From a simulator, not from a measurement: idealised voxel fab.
You're looking at the process module voxel self aligned vias.
Square cells of 5 nm make up the cross-section cut, whose width is 275 nm.
Think of the cross-section as a grid of square cells. We describe it in bands, top to bottom, and each band covers one or more rows of those cells.
Basically the band line says how high the top is and how high the bottom is, in nm, and then what's in it from left to right, every material with its width in nm. Empty space shows up as "air", and if a single material carries "edge to edge" it runs the full band edge to edge.
Beneath 0, the wafer as received is one material, and that level is where height counting begins. The lowest band goes on downward without a bottom; it is written like "0 -> down".
It should be noted that a width expressed as "30->40" varies in equal increments from row to row of cells within the band, taking the value of the first number at the top row and that of the second number at the bottom row.
What does "all unchanged" mean for a step? It means no cell of the cross-section changed in that step.
Entry "Fully sealed voids". Content: empty spaces with no open connection to the top, size 8 cells or greater. Each: width x height at distance. Distance: from left edge. Unit: nm.
after a step's settings: what the simulator itself notes on the step
For masked steps, "overlay nm" on the step line gives how far right of plan the mask actually lay; a minus sign means it lay to the left.

The steps planned for the process are as follows:
1: RECEIVE, material Si
2: CONFORMAL_DEP, material SiO2, thk nm 15
3: CONFORMAL_DEP, material SiCN, thk nm 5
4: DIRECTIONAL_DEP, material lowk, thk nm 30
5: DIRECTIONAL_DEP, material aC, thk nm 15
6: PATTERN, tone open, mask id LINES, material resist, width nm 20, pitch nm 60, thk nm 35, overlay nm 0
7: DIRECTIONAL_ETCH, etch materials aC, depth nm 15
8: STRIP, etch materials resist
9: DIRECTIONAL_ETCH, etch materials lowk, depth nm 30
10: STRIP, etch materials aC
11: CONFORMAL_DEP, material TiN, thk nm 5
12: FILL_DEP, material W, thk nm 10
13: CMP, height nm 50
14: SELECTIVE_ETCH, etch materials W Ru TiN, depth nm 5
15: FILL_DEP, material SiN, thk nm 5
16: CMP, height nm 50
17: DIRECTIONAL_DEP, material lowk, thk nm 20
18: MASKED_ETCH, tone open, mask id VIAS, width nm 30, pitch nm 60, etch materials lowk, depth nm 20, overlay nm 0
19: MASKED_ETCH, tone open, mask id VIAS, width nm 30, pitch nm 60, etch materials SiN, depth nm 5, overlay nm 0
20: CONFORMAL_DEP, material TiN, thk nm 5
21: FILL_DEP, material Cu, thk nm 10
22: CMP, height nm 70
23: CONFORMAL_DEP, material SiN, thk nm 5

The following pertains to the first of two wafers, which was processed as planned:

Cross-section of the wafer at receipt, which is the condition after step 1:
* 0 -> down  Si edge to edge
* Fully sealed voids: none

Cross-section: wafer state after step 2:
* 15 -> 0  SiO2 edge to edge
* Rest of section, below 0: as before.

Cross-section: wafer state after step 3:
* 20 -> 15  SiCN edge to edge
* Rest of section, below 15: as before.

Cross-section: wafer state after step 4:
* 50 -> 20  lowk edge to edge
* Rest of section, below 20: as before.

Cross-section: wafer state after step 5:
* 65 -> 50  aC edge to edge
* Rest of section, below 50: as before.

Cross-section: wafer state after step 6:
* 100 -> 65  resist: 65, then air: 20, then resist: 40, then air: 20, then resist: 40, then air: 20, then resist: 70
* Rest of section, below 65: as before.

Cross-section: wafer state after step 7:
* 85 -> 65  resist: 65, then air: 20, then resist: 40, then air: 20, then resist: 40, then air: 20, then resist: 70
* 65 -> 50  aC: 65, then air: 20, then aC: 40, then air: 20, then aC: 40, then air: 20, then aC: 70
* Rest of section, below 50: as before.

Cross-section: wafer state after step 8:
* 65 -> 50  aC: 65, then air: 20, then aC: 40, then air: 20, then aC: 40, then air: 20, then aC: 70
* Rest of section, below 50: as before.

Cross-section: wafer state after step 9:
* 65 -> 50  aC: 65, then air: 20, then aC: 40, then air: 20, then aC: 40, then air: 20, then aC: 70
* 50 -> 20  lowk: 65, then air: 20, then lowk: 40, then air: 20, then lowk: 40, then air: 20, then lowk: 70
* Rest of section, below 20: as before.

Cross-section: wafer state after step 10:
* 50 -> 20  lowk: 65, then air: 20, then lowk: 40, then air: 20, then lowk: 40, then air: 20, then lowk: 70
* Rest of section, below 20: as before.

Cross-section: wafer state after step 11:
* 55 -> 50  TiN: 70, then air: 10, then TiN: 50, then air: 10, then TiN: 50, then air: 10, then TiN: 75
* 50 -> 25  lowk: 65, then TiN: 5, then air: 10, then TiN: 5, then lowk: 40, then TiN: 5, then air: 10, then TiN: 5, then lowk: 40, then TiN: 5, then air: 10, then TiN: 5, then lowk: 70
* 25 -> 20  lowk: 65, then TiN: 20, then lowk: 40, then TiN: 20, then lowk: 40, then TiN: 20, then lowk: 70
* Rest of section, below 20: as before.

Cross-section: wafer state after step 12:
* 65 -> 55  W edge to edge
* 55 -> 50  TiN: 70, then W: 10, then TiN: 50, then W: 10, then TiN: 50, then W: 10, then TiN: 75
* 50 -> 25  lowk: 65, then TiN: 5, then W: 10, then TiN: 5, then lowk: 40, then TiN: 5, then W: 10, then TiN: 5, then lowk: 40, then TiN: 5, then W: 10, then TiN: 5, then lowk: 70
* Rest of section, below 25: as before.

Cross-section: wafer state after step 13:
* 50 -> 25  lowk: 65, then TiN: 5, then W: 10, then TiN: 5, then lowk: 40, then TiN: 5, then W: 10, then TiN: 5, then lowk: 40, then TiN: 5, then W: 10, then TiN: 5, then lowk: 70
* Rest of section, below 25: as before.

Cross-section: wafer state after step 14:
* 50 -> 45  lowk: 65, then air: 20, then lowk: 40, then air: 20, then lowk: 40, then air: 20, then lowk: 70
* Rest of section, below 45: as before.

Cross-section: wafer state after step 15:
* 55 -> 50  SiN edge to edge
* 50 -> 45  lowk: 65, then SiN: 20, then lowk: 40, then SiN: 20, then lowk: 40, then SiN: 20, then lowk: 70
* Rest of section, below 45: as before.

Cross-section: wafer state after step 16:
* 50 -> 45  lowk: 65, then SiN: 20, then lowk: 40, then SiN: 20, then lowk: 40, then SiN: 20, then lowk: 70
* Rest of section, below 45: as before.

Cross-section: wafer state after step 17:
* 70 -> 50  lowk edge to edge
* Rest of section, below 50: as before.

Cross-section: wafer state after step 18:
* 70 -> 50  lowk: 60, then air: 30, then lowk: 30, then air: 30, then lowk: 30, then air: 30, then lowk: 65
* Rest of section, below 50: as before.

Cross-section: wafer state after step 19:
* 70 -> 50  lowk: 60, then air: 30, then lowk: 30, then air: 30, then lowk: 30, then air: 30, then lowk: 65
* 50 -> 45  lowk: 65, then air: 20, then lowk: 40, then air: 20, then lowk: 40, then air: 20, then lowk: 70
* Rest of section, below 45: as before.

Cross-section: wafer state after step 20:
* 75 -> 70  TiN: 65, then air: 20, then TiN: 40, then air: 20, then TiN: 40, then air: 20, then TiN: 70
* 70 -> 55  lowk: 60, then TiN: 5, then air: 20, then TiN: 5, then lowk: 30, then TiN: 5, then air: 20, then TiN: 5, then lowk: 30, then TiN: 5, then air: 20, then TiN: 5, then lowk: 65
* 55 -> 50  lowk: 60, then TiN: 10, then air: 10, then TiN: 10, then lowk: 30, then TiN: 10, then air: 10, then TiN: 10, then lowk: 30, then TiN: 10, then air: 10, then TiN: 10, then lowk: 65
* 50 -> 45  lowk: 65, then TiN: 20, then lowk: 40, then TiN: 20, then lowk: 40, then TiN: 20, then lowk: 70
* Rest of section, below 45: as before.

Cross-section: wafer state after step 21:
* 85 -> 75  Cu edge to edge
* 75 -> 70  TiN: 65, then Cu: 20, then TiN: 40, then Cu: 20, then TiN: 40, then Cu: 20, then TiN: 70
* 70 -> 55  lowk: 60, then TiN: 5, then Cu: 20, then TiN: 5, then lowk: 30, then TiN: 5, then Cu: 20, then TiN: 5, then lowk: 30, then TiN: 5, then Cu: 20, then TiN: 5, then lowk: 65
* 55 -> 50  lowk: 60, then TiN: 10, then Cu: 10, then TiN: 10, then lowk: 30, then TiN: 10, then Cu: 10, then TiN: 10, then lowk: 30, then TiN: 10, then Cu: 10, then TiN: 10, then lowk: 65
* Rest of section, below 50: as before.

Cross-section: wafer state after step 22:
* 70 -> 55  lowk: 60, then TiN: 5, then Cu: 20, then TiN: 5, then lowk: 30, then TiN: 5, then Cu: 20, then TiN: 5, then lowk: 30, then TiN: 5, then Cu: 20, then TiN: 5, then lowk: 65
* Rest of section, below 55: as before.

Cross-section: wafer state after step 23:
* 75 -> 70  SiN edge to edge
* Rest of section, below 70: as before.

Second wafer, same starting conditions and recipe as the first, one mistake in executing it, nothing differs from the first up to and including step 1:

Cross-sectional representation of the second wafer at the time designated in the plan for the completion of step 2:
* 30 -> 0  SiO2 edge to edge
* Rest of section, below 0: as before.

Cross-sectional representation of the second wafer at the time designated in the plan for the completion of step 3:
* 35 -> 30  SiCN edge to edge
* Rest of section, below 30: as before.

Cross-sectional representation of the second wafer at the time designated in the plan for the completion of step 4:
* 65 -> 35  lowk edge to edge
* Rest of section, below 35: as before.

Cross-sectional representation of the second wafer at the time designated in the plan for the completion of step 5:
* 80 -> 65  aC edge to edge
* Rest of section, below 65: as before.

Cross-sectional representation of the second wafer at the time designated in the plan for the completion of step 6:
* 115 -> 80  resist: 65, then air: 20, then resist: 40, then air: 20, then resist: 40, then air: 20, then resist: 70
* Rest of section, below 80: as before.

Cross-sectional representation of the second wafer at the time designated in the plan for the completion of step 7:
* 100 -> 80  resist: 65, then air: 20, then resist: 40, then air: 20, then resist: 40, then air: 20, then resist: 70
* 80 -> 65  aC: 65, then air: 20, then aC: 40, then air: 20, then aC: 40, then air: 20, then aC: 70
* Rest of section, below 65: as before.

Cross-sectional representation of the second wafer at the time designated in the plan for the completion of step 8:
* 80 -> 65  aC: 65, then air: 20, then aC: 40, then air: 20, then aC: 40, then air: 20, then aC: 70
* Rest of section, below 65: as before.

Cross-sectional representation of the second wafer at the time designated in the plan for the completion of step 9:
* 80 -> 65  aC: 65, then air: 20, then aC: 40, then air: 20, then aC: 40, then air: 20, then aC: 70
* 65 -> 35  lowk: 65, then air: 20, then lowk: 40, then air: 20, then lowk: 40, then air: 20, then lowk: 70
* Rest of section, below 35: as before.

Cross-sectional representation of the second wafer at the time designated in the plan for the completion of step 10:
* 65 -> 35  lowk: 65, then air: 20, then lowk: 40, then air: 20, then lowk: 40, then air: 20, then lowk: 70
* Rest of section, below 35: as before.

Cross-sectional representation of the second wafer at the time designated in the plan for the completion of step 11:
* 70 -> 65  TiN: 70, then air: 10, then TiN: 50, then air: 10, then TiN: 50, then air: 10, then TiN: 75
* 65 -> 40  lowk: 65, then TiN: 5, then air: 10, then TiN: 5, then lowk: 40, then TiN: 5, then air: 10, then TiN: 5, then lowk: 40, then TiN: 5, then air: 10, then TiN: 5, then lowk: 70
* 40 -> 35  lowk: 65, then TiN: 20, then lowk: 40, then TiN: 20, then lowk: 40, then TiN: 20, then lowk: 70
* Rest of section, below 35: as before.

Cross-sectional representation of the second wafer at the time designated in the plan for the completion of step 12:
* 80 -> 70  W edge to edge
* 70 -> 65  TiN: 70, then W: 10, then TiN: 50, then W: 10, then TiN: 50, then W: 10, then TiN: 75
* 65 -> 40  lowk: 65, then TiN: 5, then W: 10, then TiN: 5, then lowk: 40, then TiN: 5, then W: 10, then TiN: 5, then lowk: 40, then TiN: 5, then W: 10, then TiN: 5, then lowk: 70
* Rest of section, below 40: as before.

Cross-sectional representation of the second wafer at the time designated in the plan for the completion of step 13:
* 50 -> 40  lowk: 65, then TiN: 5, then W: 10, then TiN: 5, then lowk: 40, then TiN: 5, then W: 10, then TiN: 5, then lowk: 40, then TiN: 5, then W: 10, then TiN: 5, then lowk: 70
* Rest of section, below 40: as before.

Cross-sectional representation of the second wafer at the time designated in the plan for the completion of step 14:
* 50 -> 45  lowk: 65, then air: 20, then lowk: 40, then air: 20, then lowk: 40, then air: 20, then lowk: 70
* Rest of section, below 45: as before.

Cross-sectional representation of the second wafer at the time designated in the plan for the completion of step 15:
* 55 -> 50  SiN edge to edge
* 50 -> 45  lowk: 65, then SiN: 20, then lowk: 40, then SiN: 20, then lowk: 40, then SiN: 20, then lowk: 70
* Rest of section, below 45: as before.

Cross-sectional representation of the second wafer at the time designated in the plan for the completion of step 16:
* 50 -> 45  lowk: 65, then SiN: 20, then lowk: 40, then SiN: 20, then lowk: 40, then SiN: 20, then lowk: 70
* Rest of section, below 45: as before.

Cross-sectional representation of the second wafer at the time designated in the plan for the completion of step 17:
* 70 -> 50  lowk edge to edge
* Rest of section, below 50: as before.

Cross-sectional representation of the second wafer at the time designated in the plan for the completion of step 18:
* 70 -> 50  lowk: 60, then air: 30, then lowk: 30, then air: 30, then lowk: 30, then air: 30, then lowk: 65
* Rest of section, below 50: as before.

Cross-sectional representation of the second wafer at the time designated in the plan for the completion of step 19:
* 70 -> 50  lowk: 60, then air: 30, then lowk: 30, then air: 30, then lowk: 30, then air: 30, then lowk: 65
* 50 -> 45  lowk: 65, then air: 20, then lowk: 40, then air: 20, then lowk: 40, then air: 20, then lowk: 70
* Rest of section, below 45: as before.

Cross-sectional representation of the second wafer at the time designated in the plan for the completion of step 20:
* 75 -> 70  TiN: 65, then air: 20, then TiN: 40, then air: 20, then TiN: 40, then air: 20, then TiN: 70
* 70 -> 55  lowk: 60, then TiN: 5, then air: 20, then TiN: 5, then lowk: 30, then TiN: 5, then air: 20, then TiN: 5, then lowk: 30, then TiN: 5, then air: 20, then TiN: 5, then lowk: 65
* 55 -> 50  lowk: 60, then TiN: 10, then air: 10, then TiN: 10, then lowk: 30, then TiN: 10, then air: 10, then TiN: 10, then lowk: 30, then TiN: 10, then air: 10, then TiN: 10, then lowk: 65
* 50 -> 45  lowk: 65, then TiN: 20, then lowk: 40, then TiN: 20, then lowk: 40, then TiN: 20, then lowk: 70
* Rest of section, below 45: as before.

Cross-sectional representation of the second wafer at the time designated in the plan for the completion of step 21:
* 85 -> 75  Cu edge to edge
* 75 -> 70  TiN: 65, then Cu: 20, then TiN: 40, then Cu: 20, then TiN: 40, then Cu: 20, then TiN: 70
* 70 -> 55  lowk: 60, then TiN: 5, then Cu: 20, then TiN: 5, then lowk: 30, then TiN: 5, then Cu: 20, then TiN: 5, then lowk: 30, then TiN: 5, then Cu: 20, then TiN: 5, then lowk: 65
* 55 -> 50  lowk: 60, then TiN: 10, then Cu: 10, then TiN: 10, then lowk: 30, then TiN: 10, then Cu: 10, then TiN: 10, then lowk: 30, then TiN: 10, then Cu: 10, then TiN: 10, then lowk: 65
* Rest of section, below 50: as before.

Cross-sectional representation of the second wafer at the time designated in the plan for the completion of step 22:
* 70 -> 55  lowk: 60, then TiN: 5, then Cu: 20, then TiN: 5, then lowk: 30, then TiN: 5, then Cu: 20, then TiN: 5, then lowk: 30, then TiN: 5, then Cu: 20, then TiN: 5, then lowk: 65
* Rest of section, below 55: as before.

Cross-sectional representation of the second wafer at the time designated in the plan for the completion of step 23:
* 75 -> 70  SiN edge to edge
* Rest of section, below 70: as before.
Deviation from plan: step 2 from the plan got run twice
Wrapping up, a cell-based count of both wafers puts the second over or under the first for these materials: SiO2: 165 more | TiN: 18 fewer | W: 18 fewer | lowk: 129 fewer
